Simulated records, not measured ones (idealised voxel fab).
Module name: voxel spacer lines (process module)
We display cut, a cross-section 260 nm in width whose square cells are each 5 nm.
Cross-section format: a grid of square cells, given as bands from top to bottom; each band is one or more rows of cells. What a band's entry tells you: where the top is and where the bottom is, as heights in nm, and after that what lies inside, material by material from left to right, each with its width in nm. Empty space is written as the word "air", and a single material marked with the word "throughout" occupies the band from edge to edge. Heads up on the height convention: 0 is the point under which the incoming wafer is all one material, and the lowest band has no bottom, it just keeps going down, like "0..down". Quick explanation for "30..40": the width changes in equal steps down the rows of cells, from the first number in the band's top row to the second number in its bottom row. Reading "no alterations made" for a step: not a cell of the cross-section changed in it. Entry "Closed void list" = empty spaces >= 8 cells with no open way to the top; each as width x height at distance, distance from left edge, all nm. Heads up: the bit after the settings on a step's line is the simulator's remark on that step. A step line may carry the setting "overlay nm", which, for steps involving a mask, states the distance by which the mask lay to the right of its intended position; negative values denote displacement to the left.

**List of planned process steps**
1) RECEIVE, material Si
2) CONFORMAL_DEP, material SiO2, thk nm 5
3) DIRECTIONAL_DEP, material W, thk nm 15
4) DIRECTIONAL_DEP, material polySi, thk nm 25
5) PATTERN, tone cover, mask id MANDREL, material resist, width nm 25, pitch nm 80, thk nm 30, overlay nm 0
6) DIRECTIONAL_ETCH, etch materials polySi, depth nm 25
7) STRIP, etch materials resist
8) CONFORMAL_DEP, material SiN, thk nm 15
9) DIRECTIONAL_ETCH, etch materials SiN, depth nm 15
10) STRIP, etch materials polySi
11) DIRECTIONAL_ETCH, etch materials W, depth nm 15
12) STRIP, etch materials SiN
13) FILL_DEP, material lowk, thk nm 5
14) CMP, height nm 20

**Cross-section of the wafer as it came to us, i.e., already through step 1**
> 0..down  Si throughout
> Closed void list: none

**Same starting wafer, same plan as above, one mistake in the execution; this is the cross-section at the end of the module**
> 20..5  60 of lowk  15 of W  25 of lowk  15 of W  25 of lowk  15 of W  25 of lowk  15 of W  65 of lowk
> 5..0  W throughout
> 0..down  Si throughout
> Closed void list: none
Short version of what went wrong: heads up, step 2 didn't go per plan, it actually ran as CONFORMAL_DEP, material W, thk nm 5
